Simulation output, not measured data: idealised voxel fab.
Process module under the name voxel trench capacitor
Xsec cut, 225 nm wide, square cell size 5 nm.
Format of a cross-section: grid, square cells. Given as bands. Order: top down. Band: one or more rows of cells.
Band: top and bottom heights (nm) first, top before bottom; then materials from left to right, widths in nm. "everywhere" marks a sole material filling the band edge to edge. "blank" denotes empty space.
Heights are measured from 0, the level below which the as-received wafer is all one material; the lowest band has no bottom and continues downward, written as in "0 nm and below".
The two numbers in a width such as "30..40" mark its ends across the band: the first belongs to the top row of cells, the second to the bottom row, and from each row to the next the width moves by the same amount.
You'll sometimes find "no modifications" written for a step, and that's the way of saying that nowhere in the cross-section did a cell change during that step.
Closed-off voids of 8+ cells (no open route to the top) go in "closed voids", written width x height at distance from the left edge, in nm.
Text after the settings on a step's line: the simulator's own remark on that step.
overlay nm: mask offset rightward from planned place, masked step; negative means leftward offset.

-- So here's the lineup of process steps we planned
- 1: RECEIVE [material Si]
- 2: CONFORMAL_DEP [material SiN] [thk nm 5]
- 3: PATTERN [tone open] [mask id TRENCH] [material resist] [width nm 30] [pitch nm 55] [thk nm 20] [overlay nm 0]
- 4: DIRECTIONAL_ETCH [etch materials SiN] [depth nm 5]
- 5: DIRECTIONAL_ETCH [etch materials Si] [depth nm 35]
- 6: STRIP [etch materials resist]
- 7: CONFORMAL_DEP [material Al2O3] [thk nm 5]
- 8: CONFORMAL_DEP [material TiN] [thk nm 5]
- 9: FILL_DEP [material W] [thk nm 5]
- 10: CMP [height nm 5]

-- Incoming wafer in cross-section (state: after step 1)
- 0 nm and below  Si everywhere
- closed voids: none

-- The plan above was carried out on the starting structure above with one mistake, and this cross-section shows the wafer at the end of the module
- -5 nm to -25 nm  40 nm Si, then 5 nm Al2O3, then 5 nm TiN, then 10 nm W, then 5 nm TiN, then 5 nm Al2O3, then 25 nm Si, then 5 nm Al2O3, then 5 nm TiN, then 10 nm W, then 5 nm TiN, then 5 nm Al2O3, then 25 nm Si, then 5 nm Al2O3, then 5 nm TiN, then 10 nm W, then 5 nm TiN, then 5 nm Al2O3, then 45 nm Si
- -25 nm to -30 nm  40 nm Si, then 5 nm Al2O3, then 20 nm TiN, then 5 nm Al2O3, then 25 nm Si, then 5 nm Al2O3, then 20 nm TiN, then 5 nm Al2O3, then 25 nm Si, then 5 nm Al2O3, then 20 nm TiN, then 5 nm Al2O3, then 45 nm Si
- -30 nm to -35 nm  40 nm Si, then 30 nm Al2O3, then 25 nm Si, then 30 nm Al2O3, then 25 nm Si, then 30 nm Al2O3, then 45 nm Si
- -35 nm and below  Si everywhere
- closed voids: none
The plan and the run diverged here: step 10 did not happen as planned, as run it was CMP [height nm -5]
